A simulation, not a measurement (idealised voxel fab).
Process module under the name voxel transistor to metal
The cross-section on display is named cut; it measures 210 nm wide, and its cells are 5 nm squares.
In this document a cross-section is written as a grid of square cells. It is given as a series of bands, listed from the top down, and a band is one or more rows of cells.
Heights first: top, then bottom, in nm. Then materials, left to right, each with a width in nm. "throughout" on a single material: fills the band edge to edge. "air": empty space.
Height is counted from the level 0, under which the received wafer is composed throughout of one material. The lowest of the bands is not closed at the bottom but continues downward, in the notation "0 down".
Width spec "30->40" -> top row of cells at first value, bottom row at second value, equal per-row change in between.
The designation "no modification", where it is given for a processing step, indicates that no cell of the cross-section was altered in the course of that step.
The entry titled "Entrapped voids" provides the empty spaces that have no open way to the top, restricted to those of 8 cells or more. Each is presented as width x height at distance, the distance being measured from the left edge, with all three in nm.
Formally, on a step line, whatever follows the settings is a remark that the simulator itself makes on the step.
overlay nm: on a step with a mask, how far right of its planned place the mask lay; negative means left.
LISTED BELOW ARE THE PROCESS STEPS AS PLANNED
1: RECEIVE: material Si
2: OXIDIZE: depth nm 5
3: CONFORMAL_DEP: material SiN, thk nm 15
4: DIRECTIONAL_DEP: material aC, thk nm 15
5: PATTERN: tone cover, mask id ACTIVE, material resist, width nm 125, thk nm 30, overlay nm 0
6: DIRECTIONAL_ETCH: etch materials aC, depth nm 15
7: STRIP: etch materials resist
8: DIRECTIONAL_ETCH: etch materials SiN, depth nm 15
9: DIRECTIONAL_ETCH: etch materials SiO2, depth nm 5
10: DIRECTIONAL_ETCH: etch materials Si, depth nm 35
11: STRIP: etch materials aC
12: FILL_DEP: material SiO2, thk nm 15
13: CMP: height nm 15
14: SELECTIVE_ETCH: etch materials SiO2, depth nm 5
15: STRIP: etch materials SiN
16: SELECTIVE_ETCH: etch materials SiO2, depth nm 5
17: OXIDIZE: depth nm 5
18: DIRECTIONAL_DEP: material polySi, thk nm 20
19: DIRECTIONAL_DEP: material SiCN, thk nm 15
20: PATTERN: tone cover, mask id GATE, material resist, width nm 35, thk nm 15, overlay nm 0
21: DIRECTIONAL_ETCH: etch materials SiCN, depth nm 25
22: DIRECTIONAL_ETCH: etch materials polySi, depth nm 30
23: STRIP: etch materials resist
24: CONFORMAL_DEP: material SiN, thk nm 10
25: DIRECTIONAL_ETCH: etch materials SiN, depth nm 10
26: DIRECTIONAL_ETCH: etch materials SiO2, depth nm 5
27: DIRECTIONAL_ETCH: etch materials Si, depth nm 10
28: EPI: material SiGe, thk nm 10
29: FILL_DEP: material SiO2, thk nm 10
30: CMP: height nm 15
31: STRIP: etch materials polySi
32: SELECTIVE_ETCH: etch materials SiO2, depth nm 5
33: CONFORMAL_DEP: material HfO2, thk nm 5
34: CONFORMAL_DEP: material TiN, thk nm 5
35: FILL_DEP: material W, thk nm 10
36: CMP: height nm 10
37: DIRECTIONAL_DEP: material SiO2, thk nm 15
38: PATTERN: tone open, mask id CONTACT, material resist, width nm 15, pitch nm 90, thk nm 20, overlay nm 0
39: DIRECTIONAL_ETCH: etch materials SiO2, depth nm 35
40: STRIP: etch materials resist
41: CONFORMAL_DEP: material TiN, thk nm 5
42: FILL_DEP: material Ru, thk nm 10
43: CMP: height nm 25
44: DIRECTIONAL_DEP: material TiN, thk nm 5
45: DIRECTIONAL_DEP: material W, thk nm 15
46: PATTERN: tone cover, mask id METAL_1, material resist, width nm 15, pitch nm 90, thk nm 15, overlay nm 0
47: DIRECTIONAL_ETCH: etch materials W, depth nm 15
48: DIRECTIONAL_ETCH: etch materials TiN, depth nm 5
49: STRIP: etch materials resist
50: FILL_DEP: material lowk, thk nm 5
51: CMP: height nm 45
52: CONFORMAL_DEP: material SiCN, thk nm 5
53: DIRECTIONAL_DEP: material SiO2, thk nm 30
54: DIRECTIONAL_DEP: material aC, thk nm 15
55: PATTERN: tone open, mask id METAL_2, material resist, width nm 15, pitch nm 90, thk nm 30, overlay nm 0
56: DIRECTIONAL_ETCH: etch materials aC, depth nm 15
57: STRIP: etch materials resist
58: DIRECTIONAL_ETCH: etch materials SiO2, depth nm 15
59: STRIP: etch materials aC
60: PATTERN: tone open, mask id METAL_2_HOLES, material resist, width nm 15, pitch nm 90, thk nm 20, overlay nm 0
61: DIRECTIONAL_ETCH: etch materials SiO2, depth nm 15
62: DIRECTIONAL_ETCH: etch materials SiCN, depth nm 5
63: STRIP: etch materials resist
64: CONFORMAL_DEP: material TiN, thk nm 5
65: FILL_DEP: material Ru, thk nm 10
66: CMP: height nm 80
67: CONFORMAL_DEP: material SiN, thk nm 5
THE FOLLOWING PERTAINS TO THE FIRST OF TWO WAFERS, WHICH WAS PROCESSED AS PLANNED
CROSS-SECTION OF THE WAFER AT RECEIPT, WHICH IS THE CONDITION AFTER STEP 1
- 0 down  Si throughout
- Entrapped voids: none
AFTER STEP 2, IN CROSS-SECTION
- 0 to -5  SiO2 throughout
- Anything lower than -5 is untouched.
AFTER STEP 3, IN CROSS-SECTION
- 15 to 0  SiN throughout
- Anything lower than 0 is untouched.
AFTER STEP 4, IN CROSS-SECTION
- 30 to 15  aC throughout
- Anything lower than 15 is untouched.
AFTER STEP 5, IN CROSS-SECTION
- 60 to 30  40 air, 125 resist, 45 air
- Anything lower than 30 is untouched.
AFTER STEP 6, IN CROSS-SECTION
- 45 to 30  40 air, 125 resist, 45 air
- 30 to 15  40 air, 125 aC, 45 air
- Anything lower than 15 is untouched.
AFTER STEP 7, IN CROSS-SECTION
- 30 to 15  40 air, 125 aC, 45 air
- Anything lower than 15 is untouched.
AFTER STEP 8, IN CROSS-SECTION
- 30 to 15  40 air, 125 aC, 45 air
- 15 to 0  40 air, 125 SiN, 45 air
- Anything lower than 0 is untouched.
AFTER STEP 9, IN CROSS-SECTION
- 30 to 15  40 air, 125 aC, 45 air
- 15 to 0  40 air, 125 SiN, 45 air
- 0 to -5  40 air, 125 SiO2, 45 air
- Anything lower than -5 is untouched.
AFTER STEP 10, IN CROSS-SECTION
- 30 to 15  40 air, 125 aC, 45 air
- 15 to 0  40 air, 125 SiN, 45 air
- 0 to -5  40 air, 125 SiO2, 45 air
- -5 to -40  40 air, 125 Si, 45 air
- Anything lower than -40 is untouched.
AFTER STEP 11, IN CROSS-SECTION
- 15 to 0  40 air, 125 SiN, 45 air
- Anything lower than 0 is untouched.
AFTER STEP 12, IN CROSS-SECTION
- 30 to 15  SiO2 throughout
- 15 to 0  40 SiO2, 125 SiN, 45 SiO2
- 0 to -5  SiO2 throughout
- -5 to -40  40 SiO2, 125 Si, 45 SiO2
- Anything lower than -40 is untouched.
AFTER STEP 13, IN CROSS-SECTION
- 15 to 0  40 SiO2, 125 SiN, 45 SiO2
- Anything lower than 0 is untouched.
AFTER STEP 14, IN CROSS-SECTION
- 15 to 10  40 air, 125 SiN, 45 air
- Anything lower than 10 is untouched.
AFTER STEP 15, IN CROSS-SECTION
- 10 to 0  40 SiO2, 125 air, 45 SiO2
- Anything lower than 0 is untouched.
AFTER STEP 16, IN CROSS-SECTION
- 5 to -5  35 SiO2, 135 air, 40 SiO2
- Anything lower than -5 is untouched.
AFTER STEP 17, IN CROSS-SECTION
- 5 to -5  35 SiO2, 135 air, 40 SiO2
- -5 to -10  SiO2 throughout
- Anything lower than -10 is untouched.
AFTER STEP 18, IN CROSS-SECTION
- 25 to 15  35 polySi, 135 air, 40 polySi
- 15 to 5  polySi throughout
- 5 to -5  35 SiO2, 135 polySi, 40 SiO2
- Anything lower than -5 is untouched.
AFTER STEP 19, IN CROSS-SECTION
- 40 to 30  35 SiCN, 135 air, 40 SiCN
- 30 to 25  SiCN throughout
- 25 to 15  35 polySi, 135 SiCN, 40 polySi
- Anything lower than 15 is untouched.
AFTER STEP 20, IN CROSS-SECTION
- 55 to 40  85 air, 35 resist, 90 air
- 40 to 30  35 SiCN, 50 air, 35 resist, 50 air, 40 SiCN
- Anything lower than 30 is untouched.
AFTER STEP 21, IN CROSS-SECTION
- 55 to 30  85 air, 35 resist, 90 air
- 30 to 25  85 air, 35 SiCN, 90 air
- 25 to 15  35 polySi, 50 air, 35 SiCN, 50 air, 40 polySi
- Anything lower than 15 is untouched.
AFTER STEP 22, IN CROSS-SECTION
- 55 to 30  85 air, 35 resist, 90 air
- 30 to 15  85 air, 35 SiCN, 90 air
- 15 to 5  85 air, 35 polySi, 90 air
- 5 to -5  35 SiO2, 50 air, 35 polySi, 50 air, 40 SiO2
- Anything lower than -5 is untouched.
AFTER STEP 23, IN CROSS-SECTION
- 30 to 15  85 air, 35 SiCN, 90 air
- Anything lower than 15 is untouched.
AFTER STEP 24, IN CROSS-SECTION
- 40 to 30  75 air, 55 SiN, 80 air
- 30 to 15  75 air, 10 SiN, 35 SiCN, 10 SiN, 80 air
- 15 to 5  45 SiN, 30 air, 10 SiN, 35 polySi, 10 SiN, 30 air, 50 SiN
- 5 to -5  35 SiO2, 50 SiN, 35 polySi, 50 SiN, 40 SiO2
- Anything lower than -5 is untouched.
AFTER STEP 25, IN CROSS-SECTION
- 30 to 15  75 air, 10 SiN, 35 SiCN, 10 SiN, 80 air
- 15 to 5  75 air, 10 SiN, 35 polySi, 10 SiN, 80 air
- 5 to -5  35 SiO2, 10 SiN, 30 air, 10 SiN, 35 polySi, 10 SiN, 30 air, 10 SiN, 40 SiO2
- Anything lower than -5 is untouched.
AFTER STEP 26, IN CROSS-SECTION
- 30 to 15  75 air, 10 SiN, 35 SiCN, 10 SiN, 80 air
- 15 to 5  75 air, 10 SiN, 35 polySi, 10 SiN, 80 air
- 5 to 0  35 air, 10 SiN, 30 air, 10 SiN, 35 polySi, 10 SiN, 30 air, 10 SiN, 40 air
- 0 to -5  35 SiO2, 10 SiN, 30 air, 10 SiN, 35 polySi, 10 SiN, 30 air, 10 SiN, 40 SiO2
- -5 to -10  45 SiO2, 30 air, 55 SiO2, 30 air, 50 SiO2
- Anything lower than -10 is untouched.
AFTER STEP 27, IN CROSS-SECTION
- 30 to 15  75 air, 10 SiN, 35 SiCN, 10 SiN, 80 air
- 15 to 5  75 air, 10 SiN, 35 polySi, 10 SiN, 80 air
- 5 to 0  35 air, 10 SiN, 30 air, 10 SiN, 35 polySi, 10 SiN, 30 air, 10 SiN, 40 air
- 0 to -5  35 SiO2, 10 SiN, 30 air, 10 SiN, 35 polySi, 10 SiN, 30 air, 10 SiN, 40 SiO2
- -5 to -10  45 SiO2, 30 air, 55 SiO2, 30 air, 50 SiO2
- -10 to -20  40 SiO2, 5 Si, 30 air, 55 Si, 30 air, 5 Si, 45 SiO2
- Anything lower than -20 is untouched.
AFTER STEP 28, IN CROSS-SECTION
- 30 to 15  75 air, 10 SiN, 35 SiCN, 10 SiN, 80 air
- 15 to 5  75 air, 10 SiN, 35 polySi, 10 SiN, 80 air
- 5 to 0  35 air, 10 SiN, 30 air, 10 SiN, 35 polySi, 10 SiN, 30 air, 10 SiN, 40 air
- 0 to -5  35 SiO2, 10 SiN, 10 SiGe, 10 air, 10 SiGe, 10 SiN, 35 polySi, 10 SiN, 10 SiGe, 10 air, 10 SiGe, 10 SiN, 40 SiO2
- -5 to -10  45 SiO2, 10 SiGe, 10 air, 10 SiGe, 55 SiO2, 10 SiGe, 10 air, 10 SiGe, 50 SiO2
- -10 to -20  40 SiO2, 5 Si, 30 SiGe, 55 Si, 30 SiGe, 5 Si, 45 SiO2
- Anything lower than -20 is untouched.
AFTER STEP 29, IN CROSS-SECTION
- 40 to 30  SiO2 throughout
- 30 to 15  75 SiO2, 10 SiN, 35 SiCN, 10 SiN, 80 SiO2
- 15 to 5  75 SiO2, 10 SiN, 35 polySi, 10 SiN, 80 SiO2
- 5 to 0  35 SiO2, 10 SiN, 30 SiO2, 10 SiN, 35 polySi, 10 SiN, 30 SiO2, 10 SiN, 40 SiO2
- 0 to -5  35 SiO2, 10 SiN, 10 SiGe, 10 SiO2, 10 SiGe, 10 SiN, 35 polySi, 10 SiN, 10 SiGe, 10 SiO2, 10 SiGe, 10 SiN, 40 SiO2
- -5 to -10  45 SiO2, 10 SiGe, 10 SiO2, 10 SiGe, 55 SiO2, 10 SiGe, 10 SiO2, 10 SiGe, 50 SiO2
- Anything lower than -10 is untouched.
AFTER STEP 30, IN CROSS-SECTION
- 15 to 5  75 SiO2, 10 SiN, 35 polySi, 10 SiN, 80 SiO2
- Anything lower than 5 is untouched.
AFTER STEP 31, IN CROSS-SECTION
- 15 to 5  75 SiO2, 10 SiN, 35 air, 10 SiN, 80 SiO2
- 5 to 0  35 SiO2, 10 SiN, 30 SiO2, 10 SiN, 35 air, 10 SiN, 30 SiO2, 10 SiN, 40 SiO2
- 0 to -5  35 SiO2, 10 SiN, 10 SiGe, 10 SiO2, 10 SiGe, 10 SiN, 35 air, 10 SiN, 10 SiGe, 10 SiO2, 10 SiGe, 10 SiN, 40 SiO2
- Anything lower than -5 is untouched.
AFTER STEP 32, IN CROSS-SECTION
- 15 to 10  75 air, 10 SiN, 35 air, 10 SiN, 80 air
- 10 to 5  75 SiO2, 10 SiN, 35 air, 10 SiN, 80 SiO2
- 5 to 0  35 SiO2, 10 SiN, 30 SiO2, 10 SiN, 35 air, 10 SiN, 30 SiO2, 10 SiN, 40 SiO2
- 0 to -5  35 SiO2, 10 SiN, 10 SiGe, 10 SiO2, 10 SiGe, 10 SiN, 35 air, 10 SiN, 10 SiGe, 10 SiO2, 10 SiGe, 10 SiN, 40 SiO2
- -5 to -10  45 SiO2, 10 SiGe, 10 SiO2, 10 SiGe, 5 SiO2, 45 air, 5 SiO2, 10 SiGe, 10 SiO2, 10 SiGe, 50 SiO2
- Anything lower than -10 is untouched.
AFTER STEP 33, IN CROSS-SECTION
- 20 to 15  70 air, 20 HfO2, 25 air, 20 HfO2, 75 air
- 15 to 10  75 HfO2, 10 SiN, 5 HfO2, 25 air, 5 HfO2, 10 SiN, 80 HfO2
- 10 to 5  75 SiO2, 10 SiN, 5 HfO2, 25 air, 5 HfO2, 10 SiN, 80 SiO2
- 5 to 0  35 SiO2, 10 SiN, 30 SiO2, 10 SiN, 5 HfO2, 25 air, 5 HfO2, 10 SiN, 30 SiO2, 10 SiN, 40 SiO2
- 0 to -5  35 SiO2, 10 SiN, 10 SiGe, 10 SiO2, 10 SiGe, 10 SiN, 5 HfO2, 25 air, 5 HfO2, 10 SiN, 10 SiGe, 10 SiO2, 10 SiGe, 10 SiN, 40 SiO2
- -5 to -10  45 SiO2, 10 SiGe, 10 SiO2, 10 SiGe, 5 SiO2, 45 HfO2, 5 SiO2, 10 SiGe, 10 SiO2, 10 SiGe, 50 SiO2
- Anything lower than -10 is untouched.
AFTER STEP 34, IN CROSS-SECTION
- 25 to 20  65 air, 30 TiN, 15 air, 30 TiN, 70 air
- 20 to 15  70 TiN, 20 HfO2, 5 TiN, 15 air, 5 TiN, 20 HfO2, 75 TiN
- 15 to 10  75 HfO2, 10 SiN, 5 HfO2, 5 TiN, 15 air, 5 TiN, 5 HfO2, 10 SiN, 80 HfO2
- 10 to 5  75 SiO2, 10 SiN, 5 HfO2, 5 TiN, 15 air, 5 TiN, 5 HfO2, 10 SiN, 80 SiO2
- 5 to 0  35 SiO2, 10 SiN, 30 SiO2, 10 SiN, 5 HfO2, 5 TiN, 15 air, 5 TiN, 5 HfO2, 10 SiN, 30 SiO2, 10 SiN, 40 SiO2
- 0 to -5  35 SiO2, 10 SiN, 10 SiGe, 10 SiO2, 10 SiGe, 10 SiN, 5 HfO2, 25 TiN, 5 HfO2, 10 SiN, 10 SiGe, 10 SiO2, 10 SiGe, 10 SiN, 40 SiO2
- Anything lower than -5 is untouched.
AFTER STEP 35, IN CROSS-SECTION
- 35 to 25  W throughout
- 25 to 20  65 W, 30 TiN, 15 W, 30 TiN, 70 W
- 20 to 15  70 TiN, 20 HfO2, 5 TiN, 15 W, 5 TiN, 20 HfO2, 75 TiN
- 15 to 10  75 HfO2, 10 SiN, 5 HfO2, 5 TiN, 15 W, 5 TiN, 5 HfO2, 10 SiN, 80 HfO2
- 10 to 5  75 SiO2, 10 SiN, 5 HfO2, 5 TiN, 15 W, 5 TiN, 5 HfO2, 10 SiN, 80 SiO2
- 5 to 0  35 SiO2, 10 SiN, 30 SiO2, 10 SiN, 5 HfO2, 5 TiN, 15 W, 5 TiN, 5 HfO2, 10 SiN, 30 SiO2, 10 SiN, 40 SiO2
- Anything lower than 0 is untouched.
AFTER STEP 36, IN CROSS-SECTION
- 10 to 5  75 SiO2, 10 SiN, 5 HfO2, 5 TiN, 15 W, 5 TiN, 5 HfO2, 10 SiN, 80 SiO2
- Anything lower than 5 is untouched.
AFTER STEP 37, IN CROSS-SECTION
- 25 to 10  SiO2 throughout
- Anything lower than 10 is untouched.
AFTER STEP 38, IN CROSS-SECTION
- 45 to 25  50 resist, 15 air, 75 resist, 15 air, 55 resist
- Anything lower than 25 is untouched.
AFTER STEP 39, IN CROSS-SECTION
- 45 to 25  50 resist, 15 air, 75 resist, 15 air, 55 resist
- 25 to 10  50 SiO2, 15 air, 75 SiO2, 15 air, 55 SiO2
- 10 to 5  50 SiO2, 15 air, 10 SiO2, 10 SiN, 5 HfO2, 5 TiN, 15 W, 5 TiN, 5 HfO2, 10 SiN, 10 SiO2, 15 air, 55 SiO2
- 5 to 0  35 SiO2, 10 SiN, 5 SiO2, 15 air, 10 SiO2, 10 SiN, 5 HfO2, 5 TiN, 15 W, 5 TiN, 5 HfO2, 10 SiN, 10 SiO2, 15 air, 5 SiO2, 10 SiN, 40 SiO2
- 0 to -5  35 SiO2, 10 SiN, 10 SiGe, 10 air, 10 SiGe, 10 SiN, 5 HfO2, 25 TiN, 5 HfO2, 10 SiN, 10 SiGe, 10 air, 10 SiGe, 10 SiN, 40 SiO2
- -5 to -10  45 SiO2, 10 SiGe, 10 air, 10 SiGe, 5 SiO2, 45 HfO2, 5 SiO2, 10 SiGe, 10 air, 10 SiGe, 50 SiO2
- Anything lower than -10 is untouched.
AFTER STEP 40, IN CROSS-SECTION
- 25 to 10  50 SiO2, 15 air, 75 SiO2, 15 air, 55 SiO2
- Anything lower than 10 is untouched.
AFTER STEP 41, IN CROSS-SECTION
- 30 to 25  55 TiN, 5 air, 85 TiN, 5 air, 60 TiN
- 25 to 10  50 SiO2, 5 TiN, 5 air, 5 TiN, 75 SiO2, 5 TiN, 5 air, 5 TiN, 55 SiO2
- 10 to 5  50 SiO2, 5 TiN, 5 air, 5 TiN, 10 SiO2, 10 SiN, 5 HfO2, 5 TiN, 15 W, 5 TiN, 5 HfO2, 10 SiN, 10 SiO2, 5 TiN, 5 air, 5 TiN, 55 SiO2
- 5 to 0  35 SiO2, 10 SiN, 5 SiO2, 15 TiN, 10 SiO2, 10 SiN, 5 HfO2, 5 TiN, 15 W, 5 TiN, 5 HfO2, 10 SiN, 10 SiO2, 15 TiN, 5 SiO2, 10 SiN, 40 SiO2
- 0 to -5  35 SiO2, 10 SiN, 10 SiGe, 10 TiN, 10 SiGe, 10 SiN, 5 HfO2, 25 TiN, 5 HfO2, 10 SiN, 10 SiGe, 10 TiN, 10 SiGe, 10 SiN, 40 SiO2
- -5 to -10  45 SiO2, 10 SiGe, 10 TiN, 10 SiGe, 5 SiO2, 45 HfO2, 5 SiO2, 10 SiGe, 10 TiN, 10 SiGe, 50 SiO2
- Anything lower than -10 is untouched.
AFTER STEP 42, IN CROSS-SECTION
- 40 to 30  Ru throughout
- 30 to 25  55 TiN, 5 Ru, 85 TiN, 5 Ru, 60 TiN
- 25 to 10  50 SiO2, 5 TiN, 5 Ru, 5 TiN, 75 SiO2, 5 TiN, 5 Ru, 5 TiN, 55 SiO2
- 10 to 5  50 SiO2, 5 TiN, 5 Ru, 5 TiN, 10 SiO2, 10 SiN, 5 HfO2, 5 TiN, 15 W, 5 TiN, 5 HfO2, 10 SiN, 10 SiO2, 5 TiN, 5 Ru, 5 TiN, 55 SiO2
- Anything lower than 5 is untouched.
AFTER STEP 43, IN CROSS-SECTION
- 25 to 10  50 SiO2, 5 TiN, 5 Ru, 5 TiN, 75 SiO2, 5 TiN, 5 Ru, 5 TiN, 55 SiO2
- Anything lower than 10 is untouched.
AFTER STEP 44, IN CROSS-SECTION
- 30 to 25  TiN throughout
- Anything lower than 25 is untouched.
AFTER STEP 45, IN CROSS-SECTION
- 45 to 30  W throughout
- Anything lower than 30 is untouched.
AFTER STEP 46, IN CROSS-SECTION
- 60 to 45  50 air, 15 resist, 75 air, 15 resist, 55 air
- Anything lower than 45 is untouched.
AFTER STEP 47, IN CROSS-SECTION
- 60 to 45  50 air, 15 resist, 75 air, 15 resist, 55 air
- 45 to 30  50 air, 15 W, 75 air, 15 W, 55 air
- Anything lower than 30 is untouched.
AFTER STEP 48, IN CROSS-SECTION
- 60 to 45  50 air, 15 resist, 75 air, 15 resist, 55 air
- 45 to 30  50 air, 15 W, 75 air, 15 W, 55 air
- 30 to 25  50 air, 15 TiN, 75 air, 15 TiN, 55 air
- Anything lower than 25 is untouched.
AFTER STEP 49, IN CROSS-SECTION
- 45 to 30  50 air, 15 W, 75 air, 15 W, 55 air
- Anything lower than 30 is untouched.
AFTER STEP 50, IN CROSS-SECTION
- 50 to 45  lowk throughout
- 45 to 30  50 lowk, 15 W, 75 lowk, 15 W, 55 lowk
- 30 to 25  50 lowk, 15 TiN, 75 lowk, 15 TiN, 55 lowk
- Anything lower than 25 is untouched.
AFTER STEP 51, IN CROSS-SECTION
- 45 to 30  50 lowk, 15 W, 75 lowk, 15 W, 55 lowk
- Anything lower than 30 is untouched.
AFTER STEP 52, IN CROSS-SECTION
- 50 to 45  SiCN throughout
- Anything lower than 45 is untouched.
AFTER STEP 53, IN CROSS-SECTION
- 80 to 50  SiO2 throughout
- Anything lower than 50 is untouched.
AFTER STEP 54, IN CROSS-SECTION
- 95 to 80  aC throughout
- Anything lower than 80 is untouched.
AFTER STEP 55, IN CROSS-SECTION
- 125 to 95  50 resist, 15 air, 75 resist, 15 air, 55 resist
- Anything lower than 95 is untouched.
AFTER STEP 56, IN CROSS-SECTION
- 110 to 95  50 resist, 15 air, 75 resist, 15 air, 55 resist
- 95 to 80  50 aC, 15 air, 75 aC, 15 air, 55 aC
- Anything lower than 80 is untouched.
AFTER STEP 57, IN CROSS-SECTION
- 95 to 80  50 aC, 15 air, 75 aC, 15 air, 55 aC
- Anything lower than 80 is untouched.
AFTER STEP 58, IN CROSS-SECTION
- 95 to 80  50 aC, 15 air, 75 aC, 15 air, 55 aC
- 80 to 65  50 SiO2, 15 air, 75 SiO2, 15 air, 55 SiO2
- Anything lower than 65 is untouched.
AFTER STEP 59, IN CROSS-SECTION
- 80 to 65  50 SiO2, 15 air, 75 SiO2, 15 air, 55 SiO2
- Anything lower than 65 is untouched.
AFTER STEP 60, IN CROSS-SECTION
- 100 to 80  50 resist, 15 air, 75 resist, 15 air, 55 resist
- Anything lower than 80 is untouched.
AFTER STEP 61, IN CROSS-SECTION
- 100 to 80  50 resist, 15 air, 75 resist, 15 air, 55 resist
- 80 to 50  50 SiO2, 15 air, 75 SiO2, 15 air, 55 SiO2
- Anything lower than 50 is untouched.
AFTER STEP 62, IN CROSS-SECTION
- 100 to 80  50 resist, 15 air, 75 resist, 15 air, 55 resist
- 80 to 50  50 SiO2, 15 air, 75 SiO2, 15 air, 55 SiO2
- 50 to 45  50 SiCN, 15 air, 75 SiCN, 15 air, 55 SiCN
- Anything lower than 45 is untouched.
AFTER STEP 63, IN CROSS-SECTION
- 80 to 50  50 SiO2, 15 air, 75 SiO2, 15 air, 55 SiO2
- Anything lower than 50 is untouched.
AFTER STEP 64, IN CROSS-SECTION
- 85 to 80  55 TiN, 5 air, 85 TiN, 5 air, 60 TiN
- 80 to 50  50 SiO2, 5 TiN, 5 air, 5 TiN, 75 SiO2, 5 TiN, 5 air, 5 TiN, 55 SiO2
- 50 to 45  50 SiCN, 15 TiN, 75 SiCN, 15 TiN, 55 SiCN
- Anything lower than 45 is untouched.
AFTER STEP 65, IN CROSS-SECTION
- 95 to 85  Ru throughout
- 85 to 80  55 TiN, 5 Ru, 85 TiN, 5 Ru, 60 TiN
- 80 to 50  50 SiO2, 5 TiN, 5 Ru, 5 TiN, 75 SiO2, 5 TiN, 5 Ru, 5 TiN, 55 SiO2
- Anything lower than 50 is untouched.
AFTER STEP 66, IN CROSS-SECTION
- 80 to 50  50 SiO2, 5 TiN, 5 Ru, 5 TiN, 75 SiO2, 5 TiN, 5 Ru, 5 TiN, 55 SiO2
- Anything lower than 50 is untouched.
AFTER STEP 67, IN CROSS-SECTION
- 85 to 80  SiN throughout
- Anything lower than 80 is untouched.
SECOND WAFER: SAME START AND SAME PLAN AS THE FIRST, ONE EXECUTION ERROR; IDENTICAL TO THE FIRST THROUGH STEP 45
THE SECOND WAFER IN CROSS-SECTION, AT THE PLANNED CLOSE OF STEP 46
- 60 to 45  50 resist, 15 air, 75 resist, 15 air, 55 resist
- Anything lower than 45 is untouched.
THE SECOND WAFER IN CROSS-SECTION, AT THE PLANNED CLOSE OF STEP 47
- 60 to 45  50 resist, 15 air, 75 resist, 15 air, 55 resist
- 45 to 30  50 W, 15 air, 75 W, 15 air, 55 W
- Anything lower than 30 is untouched.
THE SECOND WAFER IN CROSS-SECTION, AT THE PLANNED CLOSE OF STEP 48
- 60 to 45  50 resist, 15 air, 75 resist, 15 air, 55 resist
- 45 to 30  50 W, 15 air, 75 W, 15 air, 55 W
- 30 to 25  50 TiN, 15 air, 75 TiN, 15 air, 55 TiN
- Anything lower than 25 is untouched.
THE SECOND WAFER IN CROSS-SECTION, AT THE PLANNED CLOSE OF STEP 49
- 45 to 30  50 W, 15 air, 75 W, 15 air, 55 W
- Anything lower than 30 is untouched.
THE SECOND WAFER IN CROSS-SECTION, AT THE PLANNED CLOSE OF STEP 50
- 50 to 45  lowk throughout
- 45 to 30  50 W, 15 lowk, 75 W, 15 lowk, 55 W
- 30 to 25  50 TiN, 15 lowk, 75 TiN, 15 lowk, 55 TiN
- Anything lower than 25 is untouched.
THE SECOND WAFER IN CROSS-SECTION, AT THE PLANNED CLOSE OF STEP 51
- 45 to 30  50 W, 15 lowk, 75 W, 15 lowk, 55 W
- Anything lower than 30 is untouched.
THE SECOND WAFER IN CROSS-SECTION, AT THE PLANNED CLOSE OF STEP 52
- 50 to 45  SiCN throughout
- Anything lower than 45 is untouched.
THE SECOND WAFER IN CROSS-SECTION, AT THE PLANNED CLOSE OF STEP 53
- 80 to 50  SiO2 throughout
- Anything lower than 50 is untouched.
THE SECOND WAFER IN CROSS-SECTION, AT THE PLANNED CLOSE OF STEP 54
- 95 to 80  aC throughout
- Anything lower than 80 is untouched.
THE SECOND WAFER IN CROSS-SECTION, AT THE PLANNED CLOSE OF STEP 55
- 125 to 95  50 resist, 15 air, 75 resist, 15 air, 55 resist
- Anything lower than 95 is untouched.
THE SECOND WAFER IN CROSS-SECTION, AT THE PLANNED CLOSE OF STEP 56
- 110 to 95  50 resist, 15 air, 75 resist, 15 air, 55 resist
- 95 to 80  50 aC, 15 air, 75 aC, 15 air, 55 aC
- Anything lower than 80 is untouched.
THE SECOND WAFER IN CROSS-SECTION, AT THE PLANNED CLOSE OF STEP 57
- 95 to 80  50 aC, 15 air, 75 aC, 15 air, 55 aC
- Anything lower than 80 is untouched.
THE SECOND WAFER IN CROSS-SECTION, AT THE PLANNED CLOSE OF STEP 58
- 95 to 80  50 aC, 15 air, 75 aC, 15 air, 55 aC
- 80 to 65  50 SiO2, 15 air, 75 SiO2, 15 air, 55 SiO2
- Anything lower than 65 is untouched.
THE SECOND WAFER IN CROSS-SECTION, AT THE PLANNED CLOSE OF STEP 59
- 80 to 65  50 SiO2, 15 air, 75 SiO2, 15 air, 55 SiO2
- Anything lower than 65 is untouched.
THE SECOND WAFER IN CROSS-SECTION, AT THE PLANNED CLOSE OF STEP 60
- 100 to 80  50 resist, 15 air, 75 resist, 15 air, 55 resist
- Anything lower than 80 is untouched.
THE SECOND WAFER IN CROSS-SECTION, AT THE PLANNED CLOSE OF STEP 61
- 100 to 80  50 resist, 15 air, 75 resist, 15 air, 55 resist
- 80 to 50  50 SiO2, 15 air, 75 SiO2, 15 air, 55 SiO2
- Anything lower than 50 is untouched.
THE SECOND WAFER IN CROSS-SECTION, AT THE PLANNED CLOSE OF STEP 62
- 100 to 80  50 resist, 15 air, 75 resist, 15 air, 55 resist
- 80 to 50  50 SiO2, 15 air, 75 SiO2, 15 air, 55 SiO2
- 50 to 45  50 SiCN, 15 air, 75 SiCN, 15 air, 55 SiCN
- Anything lower than 45 is untouched.
THE SECOND WAFER IN CROSS-SECTION, AT THE PLANNED CLOSE OF STEP 63
- 80 to 50  50 SiO2, 15 air, 75 SiO2, 15 air, 55 SiO2
- Anything lower than 50 is untouched.
THE SECOND WAFER IN CROSS-SECTION, AT THE PLANNED CLOSE OF STEP 64
- 85 to 80  55 TiN, 5 air, 85 TiN, 5 air, 60 TiN
- 80 to 50  50 SiO2, 5 TiN, 5 air, 5 TiN, 75 SiO2, 5 TiN, 5 air, 5 TiN, 55 SiO2
- 50 to 45  50 SiCN, 15 TiN, 75 SiCN, 15 TiN, 55 SiCN
- Anything lower than 45 is untouched.
THE SECOND WAFER IN CROSS-SECTION, AT THE PLANNED CLOSE OF STEP 65
- 95 to 85  Ru throughout
- 85 to 80  55 TiN, 5 Ru, 85 TiN, 5 Ru, 60 TiN
- 80 to 50  50 SiO2, 5 TiN, 5 Ru, 5 TiN, 75 SiO2, 5 TiN, 5 Ru, 5 TiN, 55 SiO2
- Anything lower than 50 is untouched.
THE SECOND WAFER IN CROSS-SECTION, AT THE PLANNED CLOSE OF STEP 66
- 80 to 50  50 SiO2, 5 TiN, 5 Ru, 5 TiN, 75 SiO2, 5 TiN, 5 Ru, 5 TiN, 55 SiO2
- Anything lower than 50 is untouched.
THE SECOND WAFER IN CROSS-SECTION, AT THE PLANNED CLOSE OF STEP 67
- 85 to 80  SiN throughout
- Anything lower than 80 is untouched.
Diagnosis: rather than as planned, step 46 actually ran as PATTERN: tone open, mask id METAL_1, material resist, width nm 15, pitch nm 90, thk nm 15, overlay nm 0
Heads up, by the end the second wafer has more or fewer cells of some materials compared to the first: TiN: 30 more, W: 90 more, lowk: 120 fewer
